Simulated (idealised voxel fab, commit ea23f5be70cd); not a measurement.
Process module, titled voxel tone inversion
For reference, the cross-section in this document is cut, with width 155 nm and square cells of 5 nm.
Throughout this document, each cross-section is represented as a grid of square cells and is presented as a sequence of bands enumerated from the top downward, where a band comprises one or more rows of cells. Band: top height; bottom height; in nm. Then, left to right: material with width in nm, for each material. "full width": a single material spanning edge to edge. "empty": empty space. All heights in this document are referenced to 0, defined as the level beneath which the wafer, as received, consists entirely of one material. The lowest band is not bounded below; it extends indefinitely downward and is written in the form "0 and below". Note: "30->40" means the width goes from the first number (top row of the band) to the second number (bottom row) in equal steps per row of cells. For the purposes of this document, the phrase "changes: none" attached to a step denotes that no cell within the cross-section was modified by that step. So "Closed void register" is basically the list of trapped voids: any empty space of 8 cells or more that can't reach the top through an opening. They're written width x height at distance, the distance being from the left edge, and it's all nm. Anything after a step's settings on that line? It's the simulator's own note about the step. "overlay nm" denotes, for a step that has a mask, the displacement of the mask to the right of its planned place, with negative values corresponding to the left.
Planned step list for the process:
1,RECEIVE | material Si
2,CONFORMAL_DEP | material SiN | thk nm 5
3,DIRECTIONAL_DEP | material polySi | thk nm 25
4,PATTERN | tone cover | mask id POSTS | material resist | width nm 15 | pitch nm 45 | thk nm 30 | overlay nm 0
5,DIRECTIONAL_ETCH | etch materials polySi | depth nm 25
6,STRIP | etch materials resist
7,FILL_DEP | material SiO2 | thk nm 10
8,CMP | height nm 30
9,STRIP | etch materials polySi
10,CONFORMAL_DEP | material TiN | thk nm 5
11,FILL_DEP | material W | thk nm 10
12,CMP | height nm 30
13,CONFORMAL_DEP | material SiN | thk nm 5
Cross-section of the incoming wafer, state after step 1:
- 0 and below: Si full width
- Closed void register: none
End-of-module cross-section of the first of two wafers, processed as planned:
- 35 down to 30: SiN full width
- 30 down to 10: 45 of SiO2 | 5 of TiN | 5 of W | 5 of TiN | 30 of SiO2 | 5 of TiN | 5 of W | 5 of TiN | 50 of SiO2
- 10 down to 5: 45 of SiO2 | 15 of TiN | 30 of SiO2 | 15 of TiN | 50 of SiO2
- 5 down to 0: SiN full width
- 0 and below: Si full width
- Closed void register: none
Cross-sectional view of the second of two wafers upon completion of the module. This wafer shared its starting condition and process plan with the first; one error was made during its execution:
- 35 down to 30: SiN full width
- 30 down to 25: 50 of TiN | 5 of W | 40 of TiN | 5 of W | 55 of TiN
- 25 down to 10: 45 of SiO2 | 5 of TiN | 5 of W | 5 of TiN | 30 of SiO2 | 5 of TiN | 5 of W | 5 of TiN | 50 of SiO2
- 10 down to 5: 45 of SiO2 | 15 of TiN | 30 of SiO2 | 15 of TiN | 50 of SiO2
- 5 down to 0: SiN full width
- 0 and below: Si full width
- Closed void register: none
what went wrong: so step 8 ended up running with a different setting than we planned, it ran as CMP | height nm 25
Final comparison by cell count, materials where the second wafer has more or fewer than the first: SiO2: 25 fewer, TiN: 25 more
